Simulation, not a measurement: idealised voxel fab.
The following is a process module called voxel self aligned contacts.
The cross-section on display is named cut; it measures 170 nm wide, and its cells are 5 nm squares.
Cross-section format: a grid of square cells, given as bands from top to bottom; each band is one or more rows of cells. A band entry consists of two parts. The first gives the height of the band's top and the height of its bottom, in nm. The rest lists the band's materials from left to right, each with its width in nm. A single material labelled with the word "edge to edge" fills the band from edge to edge, and the word "blank" marks empty space. The reference from which all heights are counted is 0, the level beneath which the as-received wafer is entirely one material; the lowest band, having no lower bound, proceeds downward and is written after the example "0 down". A width given as "30->40" starts at the first number in the band's top row and ends at the second number in its bottom row, shifting by an equal amount at every step from row to row. Reading "identical to before" for a step: not a cell of the cross-section changed in it. In "Completely sealed voids" the enclosed voids are listed, meaning empty spaces of 8 cells or larger without any opening to the top. The form is width x height at distance, distance from the left edge, units nm. Text after the settings on a step's line: the simulator's own remark on that step. "overlay nm" on a masked step: distance the mask lay right of its planned place, negative for left.

These are the steps we planned for the process
step 1: RECEIVE with material Si
step 2: OXIDIZE with depth nm 5
step 3: DIRECTIONAL_DEP with material polySi, thk nm 20
step 4: DIRECTIONAL_DEP with material SiN, thk nm 15
step 5: DIRECTIONAL_DEP with material aC, thk nm 10
step 6: PATTERN with tone cover, mask id GATE, material resist, width nm 35, pitch nm 65, thk nm 25, overlay nm 0
step 7: DIRECTIONAL_ETCH with etch materials aC, depth nm 10
step 8: STRIP with etch materials resist
step 9: DIRECTIONAL_ETCH with etch materials SiN, depth nm 15
step 10: DIRECTIONAL_ETCH with etch materials polySi, depth nm 20
step 11: STRIP with etch materials aC
step 12: CONFORMAL_DEP with material SiN, thk nm 5
step 13: DIRECTIONAL_ETCH with etch materials SiN, depth nm 5
step 14: FILL_DEP with material SiO2, thk nm 15
step 15: CMP with height nm 40
step 16: DIRECTIONAL_DEP with material aC, thk nm 15
step 17: PATTERN with tone open, mask id CONTACT, material resist, width nm 50, thk nm 30, overlay nm 0
step 18: DIRECTIONAL_ETCH with etch materials aC, depth nm 15
step 19: STRIP with etch materials resist
step 20: DIRECTIONAL_ETCH with etch materials SiO2, depth nm 45
step 21: STRIP with etch materials aC
step 22: CONFORMAL_DEP with material TiN, thk nm 5
step 23: FILL_DEP with material W, thk nm 10
step 24: CMP with height nm 40
step 25: CONFORMAL_DEP with material SiCN, thk nm 5

First out of two wafers; run went to plan

Cross-section, incoming material, after step 1
0 down | Si edge to edge
Completely sealed voids: none

State of the wafer after step 2, shown in cross-section
0 to -5 | SiO2 edge to edge
Everything under -5 stays put, no change at all.

State of the wafer after step 3, shown in cross-section
20 to 0 | polySi edge to edge
Everything under 0 stays put, no change at all.

State of the wafer after step 4, shown in cross-section
35 to 20 | SiN edge to edge
Everything under 20 stays put, no change at all.

State of the wafer after step 5, shown in cross-section
45 to 35 | aC edge to edge
Everything under 35 stays put, no change at all.

State of the wafer after step 6, shown in cross-section
70 to 45 | 35 blank  35 resist  30 blank  35 resist  35 blank
Everything under 45 stays put, no change at all.

State of the wafer after step 7, shown in cross-section
60 to 45 | 35 blank  35 resist  30 blank  35 resist  35 blank
45 to 35 | 35 blank  35 aC  30 blank  35 aC  35 blank
Everything under 35 stays put, no change at all.

State of the wafer after step 8, shown in cross-section
45 to 35 | 35 blank  35 aC  30 blank  35 aC  35 blank
Everything under 35 stays put, no change at all.

State of the wafer after step 9, shown in cross-section
45 to 35 | 35 blank  35 aC  30 blank  35 aC  35 blank
35 to 20 | 35 blank  35 SiN  30 blank  35 SiN  35 blank
Everything under 20 stays put, no change at all.

State of the wafer after step 10, shown in cross-section
45 to 35 | 35 blank  35 aC  30 blank  35 aC  35 blank
35 to 20 | 35 blank  35 SiN  30 blank  35 SiN  35 blank
20 to 0 | 35 blank  35 polySi  30 blank  35 polySi  35 blank
Everything under 0 stays put, no change at all.

State of the wafer after step 11, shown in cross-section
35 to 20 | 35 blank  35 SiN  30 blank  35 SiN  35 blank
Everything under 20 stays put, no change at all.

State of the wafer after step 12, shown in cross-section
40 to 20 | 30 blank  45 SiN  20 blank  45 SiN  30 blank
20 to 5 | 30 blank  5 SiN  35 polySi  5 SiN  20 blank  5 SiN  35 polySi  5 SiN  30 blank
5 to 0 | 35 SiN  35 polySi  30 SiN  35 polySi  35 SiN
Everything under 0 stays put, no change at all.

State of the wafer after step 13, shown in cross-section
35 to 20 | 30 blank  45 SiN  20 blank  45 SiN  30 blank
20 to 0 | 30 blank  5 SiN  35 polySi  5 SiN  20 blank  5 SiN  35 polySi  5 SiN  30 blank
Everything under 0 stays put, no change at all.

State of the wafer after step 14, shown in cross-section
50 to 35 | SiO2 edge to edge
35 to 20 | 30 SiO2  45 SiN  20 SiO2  45 SiN  30 SiO2
20 to 0 | 30 SiO2  5 SiN  35 polySi  5 SiN  20 SiO2  5 SiN  35 polySi  5 SiN  30 SiO2
Everything under 0 stays put, no change at all.

State of the wafer after step 15, shown in cross-section
40 to 35 | SiO2 edge to edge
Everything under 35 stays put, no change at all.

State of the wafer after step 16, shown in cross-section
55 to 40 | aC edge to edge
Everything under 40 stays put, no change at all.

State of the wafer after step 17, shown in cross-section
85 to 55 | 60 resist  50 blank  60 resist
Everything under 55 stays put, no change at all.

State of the wafer after step 18, shown in cross-section
70 to 55 | 60 resist  50 blank  60 resist
55 to 40 | 60 aC  50 blank  60 aC
Everything under 40 stays put, no change at all.

State of the wafer after step 19, shown in cross-section
55 to 40 | 60 aC  50 blank  60 aC
Everything under 40 stays put, no change at all.

State of the wafer after step 20, shown in cross-section
55 to 40 | 60 aC  50 blank  60 aC
40 to 35 | 60 SiO2  50 blank  60 SiO2
35 to 20 | 30 SiO2  45 SiN  20 blank  45 SiN  30 SiO2
20 to 0 | 30 SiO2  5 SiN  35 polySi  5 SiN  20 blank  5 SiN  35 polySi  5 SiN  30 SiO2
0 to -5 | 75 SiO2  20 blank  75 SiO2
Everything under -5 stays put, no change at all.

State of the wafer after step 21, shown in cross-section
40 to 35 | 60 SiO2  50 blank  60 SiO2
Everything under 35 stays put, no change at all.

State of the wafer after step 22, shown in cross-section
45 to 40 | 65 TiN  40 blank  65 TiN
40 to 35 | 60 SiO2  20 TiN  10 blank  20 TiN  60 SiO2
35 to 20 | 30 SiO2  45 SiN  5 TiN  10 blank  5 TiN  45 SiN  30 SiO2
20 to 0 | 30 SiO2  5 SiN  35 polySi  5 SiN  5 TiN  10 blank  5 TiN  5 SiN  35 polySi  5 SiN  30 SiO2
0 to -5 | 75 SiO2  20 TiN  75 SiO2
Everything under -5 stays put, no change at all.

State of the wafer after step 23, shown in cross-section
55 to 45 | W edge to edge
45 to 40 | 65 TiN  40 W  65 TiN
40 to 35 | 60 SiO2  20 TiN  10 W  20 TiN  60 SiO2
35 to 20 | 30 SiO2  45 SiN  5 TiN  10 W  5 TiN  45 SiN  30 SiO2
20 to 0 | 30 SiO2  5 SiN  35 polySi  5 SiN  5 TiN  10 W  5 TiN  5 SiN  35 polySi  5 SiN  30 SiO2
Everything under 0 stays put, no change at all.

State of the wafer after step 24, shown in cross-section
40 to 35 | 60 SiO2  20 TiN  10 W  20 TiN  60 SiO2
Everything under 35 stays put, no change at all.

State of the wafer after step 25, shown in cross-section
45 to 40 | SiCN edge to edge
Everything under 40 stays put, no change at all.

Second wafer, same starting state and plan as the first, one mistake in the run, identical through step 5

Second wafer, section view, time point: scheduled end of step 6
70 to 45 | 40 blank  25 resist  40 blank  25 resist  40 blank
Everything under 45 stays put, no change at all.

Second wafer, section view, time point: scheduled end of step 7
60 to 45 | 40 blank  25 resist  40 blank  25 resist  40 blank
45 to 35 | 40 blank  25 aC  40 blank  25 aC  40 blank
Everything under 35 stays put, no change at all.

Second wafer, section view, time point: scheduled end of step 8
45 to 35 | 40 blank  25 aC  40 blank  25 aC  40 blank
Everything under 35 stays put, no change at all.

Second wafer, section view, time point: scheduled end of step 9
45 to 35 | 40 blank  25 aC  40 blank  25 aC  40 blank
35 to 20 | 40 blank  25 SiN  40 blank  25 SiN  40 blank
Everything under 20 stays put, no change at all.

Second wafer, section view, time point: scheduled end of step 10
45 to 35 | 40 blank  25 aC  40 blank  25 aC  40 blank
35 to 20 | 40 blank  25 SiN  40 blank  25 SiN  40 blank
20 to 0 | 40 blank  25 polySi  40 blank  25 polySi  40 blank
Everything under 0 stays put, no change at all.

Second wafer, section view, time point: scheduled end of step 11
35 to 20 | 40 blank  25 SiN  40 blank  25 SiN  40 blank
Everything under 20 stays put, no change at all.

Second wafer, section view, time point: scheduled end of step 12
40 to 20 | 35 blank  35 SiN  30 blank  35 SiN  35 blank
20 to 5 | 35 blank  5 SiN  25 polySi  5 SiN  30 blank  5 SiN  25 polySi  5 SiN  35 blank
5 to 0 | 40 SiN  25 polySi  40 SiN  25 polySi  40 SiN
Everything under 0 stays put, no change at all.

Second wafer, section view, time point: scheduled end of step 13
35 to 20 | 35 blank  35 SiN  30 blank  35 SiN  35 blank
20 to 0 | 35 blank  5 SiN  25 polySi  5 SiN  30 blank  5 SiN  25 polySi  5 SiN  35 blank
Everything under 0 stays put, no change at all.

Second wafer, section view, time point: scheduled end of step 14
50 to 35 | SiO2 edge to edge
35 to 20 | 35 SiO2  35 SiN  30 SiO2  35 SiN  35 SiO2
20 to 0 | 35 SiO2  5 SiN  25 polySi  5 SiN  30 SiO2  5 SiN  25 polySi  5 SiN  35 SiO2
Everything under 0 stays put, no change at all.

Second wafer, section view, time point: scheduled end of step 15
40 to 35 | SiO2 edge to edge
Everything under 35 stays put, no change at all.

Second wafer, section view, time point: scheduled end of step 16
55 to 40 | aC edge to edge
Everything under 40 stays put, no change at all.

Second wafer, section view, time point: scheduled end of step 17
85 to 55 | 60 resist  50 blank  60 resist
Everything under 55 stays put, no change at all.

Second wafer, section view, time point: scheduled end of step 18
70 to 55 | 60 resist  50 blank  60 resist
55 to 40 | 60 aC  50 blank  60 aC
Everything under 40 stays put, no change at all.

Second wafer, section view, time point: scheduled end of step 19
55 to 40 | 60 aC  50 blank  60 aC
Everything under 40 stays put, no change at all.

Second wafer, section view, time point: scheduled end of step 20
55 to 40 | 60 aC  50 blank  60 aC
40 to 35 | 60 SiO2  50 blank  60 SiO2
35 to 20 | 35 SiO2  35 SiN  30 blank  35 SiN  35 SiO2
20 to 0 | 35 SiO2  5 SiN  25 polySi  5 SiN  30 blank  5 SiN  25 polySi  5 SiN  35 SiO2
0 to -5 | 70 SiO2  30 blank  70 SiO2
Everything under -5 stays put, no change at all.

Second wafer, section view, time point: scheduled end of step 21
40 to 35 | 60 SiO2  50 blank  60 SiO2
Everything under 35 stays put, no change at all.

Second wafer, section view, time point: scheduled end of step 22
45 to 40 | 65 TiN  40 blank  65 TiN
40 to 35 | 60 SiO2  15 TiN  20 blank  15 TiN  60 SiO2
35 to 20 | 35 SiO2  35 SiN  5 TiN  20 blank  5 TiN  35 SiN  35 SiO2
20 to 0 | 35 SiO2  5 SiN  25 polySi  5 SiN  5 TiN  20 blank  5 TiN  5 SiN  25 polySi  5 SiN  35 SiO2
0 to -5 | 70 SiO2  30 TiN  70 SiO2
Everything under -5 stays put, no change at all.

Second wafer, section view, time point: scheduled end of step 23
55 to 45 | W edge to edge
45 to 40 | 65 TiN  40 W  65 TiN
40 to 35 | 60 SiO2  15 TiN  20 W  15 TiN  60 SiO2
35 to 20 | 35 SiO2  35 SiN  5 TiN  20 W  5 TiN  35 SiN  35 SiO2
20 to 0 | 35 SiO2  5 SiN  25 polySi  5 SiN  5 TiN  20 W  5 TiN  5 SiN  25 polySi  5 SiN  35 SiO2
Everything under 0 stays put, no change at all.

Second wafer, section view, time point: scheduled end of step 24
40 to 35 | 60 SiO2  15 TiN  20 W  15 TiN  60 SiO2
Everything under 35 stays put, no change at all.

Second wafer, section view, time point: scheduled end of step 25
45 to 40 | SiCN edge to edge
Everything under 40 stays put, no change at all.
What broke from the plan during processing? step 6 was not run as planned; what actually ran was PATTERN with tone cover, mask id GATE, material resist, width nm 25, pitch nm 65, thk nm 25, overlay nm 0
End check, counted in cells, second wafer has more or fewer of these materials than the first: 12 fewer of SiN; 12 more of SiO2; 16 more of W; 16 fewer of polySi
